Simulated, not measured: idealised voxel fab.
Process module in this document: voxel self aligned contacts
Xsec cut, 185 nm wide, square cell size 5 nm.
For the purposes of this document, a cross-section shall be understood as a grid of square cells, specified as bands listed in top-to-bottom order, each band consisting of one or more rows of cells.
Look at the band entry: it leads with the top's height and the bottom's height in nm. Then it lists the materials left to right, with a width in nm for each. The word "all across" on a single material says that material fills the band edge to edge. The word "blank" is empty space.
Heights are expressed relative to 0, this being the level below which the as-received wafer comprises one material exclusively. The lowest band is unbounded in the downward direction and is denoted as in "0..down".
Graded width ("30..40"): value in top row of band = first number; value in bottom row = second number; row-to-row change constant.
Basically "nothing was modified" means that step didn't change any cell in the cross-section.
The list in "Sealed voids" covers empty spaces of 8 cells or more that cannot reach the top through any open way, and it gives each as width x height at distance; the distance is from the left edge, and width, height and distance are in nm.
What comes after the settings on a step's line is commentary from the simulator itself on that step.
overlay nm, on a step with a mask: how far to the right of its planned place the mask lay; to the left if negative

[Listed below are the process steps as planned]
1,RECEIVE, material Si
2,CONFORMAL_DEP, material SiO2, thk nm 5
3,DIRECTIONAL_DEP, material polySi, thk nm 20
4,DIRECTIONAL_DEP, material SiN, thk nm 20
5,PATTERN, tone cover, mask id GATE, material resist, width nm 25, pitch nm 60, thk nm 15, overlay nm 0
6,DIRECTIONAL_ETCH, etch materials SiN, depth nm 20
7,DIRECTIONAL_ETCH, etch materials polySi, depth nm 20
8,STRIP, etch materials resist
9,CONFORMAL_DEP, material SiN, thk nm 5
10,DIRECTIONAL_ETCH, etch materials SiN, depth nm 5
11,FILL_DEP, material SiO2, thk nm 15
12,CMP, height nm 50
13,PATTERN, tone open, mask id CONTACT, material resist, width nm 45, thk nm 15, overlay nm 0
14,DIRECTIONAL_ETCH, etch materials SiO2, depth nm 50
15,STRIP, etch materials resist
16,CONFORMAL_DEP, material TiN, thk nm 5
17,FILL_DEP, material Ru, thk nm 5
18,CMP, height nm 50
19,CONFORMAL_DEP, material SiN, thk nm 5

[Wafer as received: cross-section following step 1]
  0..down  Si all across
  Sealed voids: none

[Result of the module, cross-sectioned: start per above, plan per above, one error in how it was run]
  55..50  SiN all across
  50..45  SiO2 70 nm  TiN 15 nm  Ru 15 nm  TiN 15 nm  SiO2 70 nm
  45..25  SiO2 45 nm  SiN 35 nm  TiN 5 nm  Ru 15 nm  TiN 5 nm  SiN 35 nm  SiO2 45 nm
  25..10  SiO2 45 nm  SiN 5 nm  polySi 25 nm  SiN 5 nm  TiN 5 nm  Ru 15 nm  TiN 5 nm  SiN 5 nm  polySi 25 nm  SiN 5 nm  SiO2 45 nm
  10..5  SiO2 45 nm  SiN 5 nm  polySi 25 nm  SiN 5 nm  TiN 25 nm  SiN 5 nm  polySi 25 nm  SiN 5 nm  SiO2 45 nm
  5..0  SiN all across
  0..down  Si all across
  Sealed voids: none
Want to know what went wrong? step 2 did not use the planned setting and instead ran as CONFORMAL_DEP, material SiN, thk nm 5
